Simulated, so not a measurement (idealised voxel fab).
process module | voxel self aligned vias
cross-section cut | 225 nm wide | cells 5 nm
A cross-section is a grid of square cells, given in bands from the top down. A band is one or more rows of cells.
Each band's line starts with the height of the band's top and of its bottom, in nm. Then come its materials from left to right, each with its width in nm. One material with "throughout" fills the band from edge to edge. "air" is empty space.
Height 0 is the level under which the wafer as received is all one material. The lowest band goes on downwards, as in "0 down".
A width such as "30 to 40" changes by the same amount from each row of cells to the next, from the band's top row to its bottom row.
"no change" after a step means that no cell of the cross-section changed.
closed voids: empty space of 8 cells or more with no open way to the top, each as width x height at its distance from the left edge, in nm
after a step's settings: what the simulator itself notes on the step
overlay nm, on a step with a mask: how far to the right of its planned place the mask lay; to the left if negative
plan
1 op RECEIVE | material Si
2 op CONFORMAL_DEP | material SiO2 | thk nm 15
3 op CONFORMAL_DEP | material SiCN | thk nm 5
4 op DIRECTIONAL_DEP | material SiO2 | thk nm 20
5 op DIRECTIONAL_DEP | material aC | thk nm 15
6 op PATTERN | tone open | mask id LINES | material resist | width nm 20 | pitch nm 55 | thk nm 30 | overlay nm 0
7 op DIRECTIONAL_ETCH | etch materials aC | depth nm 15
8 op STRIP | etch materials resist
9 op DIRECTIONAL_ETCH | etch materials SiO2 | depth nm 30
10 op STRIP | etch materials aC
11 op CONFORMAL_DEP | material TiN | thk nm 5
12 op FILL_DEP | material Ru | thk nm 5
13 op CMP | height nm 50
14 op SELECTIVE_ETCH | etch materials W Ru TiN | depth nm 5
15 op FILL_DEP | material SiN | thk nm 10
16 op CMP | height nm 50
17 op DIRECTIONAL_DEP | material SiO2 | thk nm 15
18 op PATTERN | tone open | mask id VIAS | material resist | width nm 40 | pitch nm 55 | thk nm 15 | overlay nm 0
19 op DIRECTIONAL_ETCH | etch materials SiO2 | depth nm 15
20 op DIRECTIONAL_ETCH | etch materials SiN | depth nm 5
21 op STRIP | etch materials resist
22 op CONFORMAL_DEP | material TiN | thk nm 5
23 op FILL_DEP | material Cu | thk nm 5
24 op CMP | height nm 65
25 op CONFORMAL_DEP | material SiN | thk nm 5
varied across the wafers: thk nm of step 4. The plan shows the first wafer's value. All wafers start alike
first wafer as received, after step 1
  0 down: Si throughout
  closed voids: none
first wafer at the end, after step 25
  70 to 65: SiN throughout
  65 to 50: SiO2 65 | TiN 5 | Cu 30 | TiN 5 | SiO2 15 | TiN 5 | Cu 30 | TiN 5 | SiO2 65
  50 to 45: SiN 65 | TiN 40 | SiN 15 | TiN 40 | SiN 65
  45 to 40: TiN 80 | Ru 10 | TiN 45 | Ru 10 | TiN 80
  40 to 25: SiO2 75 | TiN 5 | Ru 10 | TiN 5 | SiO2 35 | TiN 5 | Ru 10 | TiN 5 | SiO2 75
  25 to 20: SiO2 75 | TiN 20 | SiO2 35 | TiN 20 | SiO2 75
  20 to 15: SiCN throughout
  15 to 0: SiO2 throughout
  0 down: Si throughout
  closed voids: none
last wafer at the end
  70 to 65: SiN throughout
  65 to 55: SiO2 65 | TiN 5 | Cu 30 | TiN 5 | SiO2 15 | TiN 5 | Cu 30 | TiN 5 | SiO2 65
  55 to 50: SiO2 65 | TiN 15 | Cu 10 | TiN 15 | SiO2 15 | TiN 15 | Cu 10 | TiN 15 | SiO2 65
  50 to 45: SiO2 75 | TiN 20 | SiO2 35 | TiN 20 | SiO2 75
  45 to 40: SiO2 75 | TiN 5 | Ru 10 | TiN 5 | SiO2 35 | TiN 5 | Ru 10 | TiN 5 | SiO2 75
  40 to 35: SiO2 75 | TiN 20 | SiO2 35 | TiN 20 | SiO2 75
  35 to 20: SiO2 throughout
  20 to 15: SiCN throughout
  15 to 0: SiO2 throughout
  0 down: Si throughout
  closed voids: none
each wafer at the end: cells of each material gained (+) or lost (-) since it was received, then its closed voids
thk nm 20 | +36 Cu | +16 Ru | +45 SiCN | +74 SiN | +370 SiO2 | +89 TiN | closed voids: none
thk nm 25 | +36 Cu | +16 Ru | +45 SiCN | +74 SiN | +407 SiO2 | +52 TiN | closed voids: none
thk nm 30 | +28 Cu | +16 Ru | +45 SiCN | +45 SiN | +444 SiO2 | +52 TiN | closed voids: none
thk nm 35 | +28 Cu | +12 Ru | +45 SiCN | +45 SiN | +452 SiO2 | +48 TiN | closed voids: none
thk nm 40 | +28 Cu | +8 Ru | +45 SiCN | +45 SiN | +460 SiO2 | +44 TiN | closed voids: none
thk nm 45 | +28 Cu | +4 Ru | +45 SiCN | +45 SiN | +468 SiO2 | +40 TiN | closed voids: none
